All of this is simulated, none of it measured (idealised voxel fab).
This section sets out a process module, namely voxel self aligned vias.
The width of the displayed cross-section, cut, is 175 nm; its cells are square, with a size of 5 nm.
A cross-section is written here as square cells arranged in a grid, and it is given in bands from the top down, each band taking up one or more rows of cells. Band: top height; bottom height; in nm. Then, left to right: material with width in nm, for each material. "everywhere": a single material spanning edge to edge. "blank": empty space. Heights from 0 (as-received wafer is one material below). Bottom band endless downward, as "0 nm and below". It should be noted that a width expressed as "30 to 40" varies in equal increments from row to row of cells within the band, taking the value of the first number at the top row and that of the second number at the bottom row. The designation "no alteration", where it is given for a processing step, indicates that no cell of the cross-section was altered in the course of that step. Entry "Closed empty spaces" = empty spaces >= 8 cells with no open way to the top; each as width x height at distance, distance from left edge, all nm. Note: text after step settings on the step line = simulator remark on that step. "overlay nm" denotes, for a step that has a mask, the displacement of the mask to the right of its planned place, with negative values corresponding to the left.

## These are the steps we planned for the process
1: RECEIVE [material Si]
2: CONFORMAL_DEP [material SiO2] [thk nm 15]
3: CONFORMAL_DEP [material SiCN] [thk nm 5]
4: DIRECTIONAL_DEP [material lowk] [thk nm 30]
5: DIRECTIONAL_DEP [material aC] [thk nm 15]
6: PATTERN [tone open] [mask id LINES] [material resist] [width nm 25] [pitch nm 65] [thk nm 35] [overlay nm 0]
7: DIRECTIONAL_ETCH [etch materials aC] [depth nm 15]
8: STRIP [etch materials resist]
9: DIRECTIONAL_ETCH [etch materials lowk] [depth nm 30]
10: STRIP [etch materials aC]
11: CONFORMAL_DEP [material TiN] [thk nm 5]
12: FILL_DEP [material W] [thk nm 5]
13: CMP [height nm 50]
14: SELECTIVE_ETCH [etch materials W Ru TiN] [depth nm 10]
15: FILL_DEP [material SiN] [thk nm 10]
16: CMP [height nm 50]
17: DIRECTIONAL_DEP [material lowk] [thk nm 20]
18: DIRECTIONAL_DEP [material aC] [thk nm 10]
19: PATTERN [tone open] [mask id VIAS] [material resist] [width nm 35] [thk nm 30] [overlay nm 0]
20: DIRECTIONAL_ETCH [etch materials aC] [depth nm 10]
21: STRIP [etch materials resist]
22: DIRECTIONAL_ETCH [etch materials lowk] [depth nm 20]
23: DIRECTIONAL_ETCH [etch materials SiN] [depth nm 10]
24: STRIP [etch materials aC]
25: CONFORMAL_DEP [material TiN] [thk nm 5]
26: FILL_DEP [material W] [thk nm 10]
27: CMP [height nm 70]
28: CONFORMAL_DEP [material SiN] [thk nm 5]

## as received, after step 1
  0 nm and below  Si everywhere
  Closed empty spaces: none

## Cross-section at module end, one run error; start and plan unchanged from above
  75 nm to 70 nm  SiN everywhere
  70 nm to 55 nm  40 lowk  5 TiN  20 W  5 TiN  105 lowk
  55 nm to 50 nm  40 lowk  5 TiN  15 W  10 TiN  105 lowk
  50 nm to 45 nm  40 lowk  5 TiN  15 W  5 TiN  40 lowk  25 SiN  45 lowk
  45 nm to 40 nm  40 lowk  25 TiN  40 lowk  25 SiN  45 lowk
  40 nm to 25 nm  40 lowk  5 TiN  15 W  5 TiN  40 lowk  5 TiN  15 W  5 TiN  45 lowk
  25 nm to 20 nm  40 lowk  25 TiN  40 lowk  25 TiN  45 lowk
  20 nm to 15 nm  SiCN everywhere
  15 nm to 0 nm  SiO2 everywhere
  0 nm and below  Si everywhere
  Closed empty spaces: none
what went wrong: step 19 ran differently from the plan; actual operation with settings: PATTERN [tone open] [mask id VIAS] [material resist] [width nm 30] [thk nm 30] [overlay nm 0]
